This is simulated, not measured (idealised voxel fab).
Process module under the name voxel released beams
Pictured: cross-section cut, 215 nm wide, on a grid of 5 nm square cells.
A cross-section is written here as square cells arranged in a grid, and it is given in bands from the top down, each band taking up one or more rows of cells. A band entry consists of two parts. The first gives the height of the band's top and the height of its bottom, in nm. The rest lists the band's materials from left to right, each with its width in nm. A single material labelled with the word "edge to edge" fills the band from edge to edge, and the word "air" marks empty space. Basically, 0 is our baseline, since under it the wafer straight out of the box is all one material. The bottom band has no lower end and keeps on going down, so it looks like "z 0 and below". The width entry "30->40" should be interpreted row by row: the top row of cells in the band takes the first number, the bottom row takes the second number, and the change between adjacent rows is uniform throughout. "same as before", as given for a step, is the statement that not any cell of the cross-section underwent a change during that step. In "Fully sealed voids" the enclosed voids are listed, meaning empty spaces of 8 cells or larger without any opening to the top. The form is width x height at distance, distance from the left edge, units nm. after a step's settings: what the simulator itself notes on the step. overlay nm: mask right of planned place by this much (step with mask). Neg. = left.

## Listed below are the process steps as planned
| 1 | RECEIVE: material Si |
| 2 | CONFORMAL_DEP: material Al2O3, thk nm 5 |
| 3 | DIRECTIONAL_DEP: material SiO2, thk nm 10 |
| 4 | PATTERN: tone open, mask id ANCHOR, material resist, width nm 45, thk nm 15, overlay nm 0 |
| 5 | DIRECTIONAL_ETCH: etch materials SiO2, depth nm 10 |
| 6 | STRIP: etch materials resist |
| 7 | CONFORMAL_DEP: material polySi, thk nm 15 |
| 8 | PATTERN: tone cover, mask id BEAM, material resist, width nm 125, thk nm 15, overlay nm 0 |
| 9 | DIRECTIONAL_ETCH: etch materials polySi, depth nm 15 |
| 10 | STRIP: etch materials resist |
| 11 | STRIP: etch materials SiO2 |

## Cross-section: wafer on arrival = after step 1
  z 0 and below | Si edge to edge
  Fully sealed voids: none

## Sectioned view, first of two wafers, at the close of the module, processed as intended in the plan
  z 30 to 20 | air (40), polySi (20), air (15), polySi (90), air (50)
  z 20 to 15 | air (40), polySi (125), air (50)
  z 15 to 5 | air (45), polySi (45), air (125)
  z 5 to 0 | Al2O3 edge to edge
  z 0 and below | Si edge to edge
  Fully sealed voids: none

## Wafer two, sectioned after the module: the first wafer's start, the first wafer's plan, and one mistake in how it was run
  z 30 to 15 | air (40), polySi (125), air (50)
  z 15 to 10 | Al2O3 edge to edge
  z 10 to 0 | SiO2 edge to edge
  z 0 and below | Si edge to edge
  Fully sealed voids: none
What broke from the plan during processing? order of steps 2 and 3 inverted relative to the plan
Final comparison by cell count, materials where the second wafer has more or fewer than the first: +86 SiO2 | -12 polySi
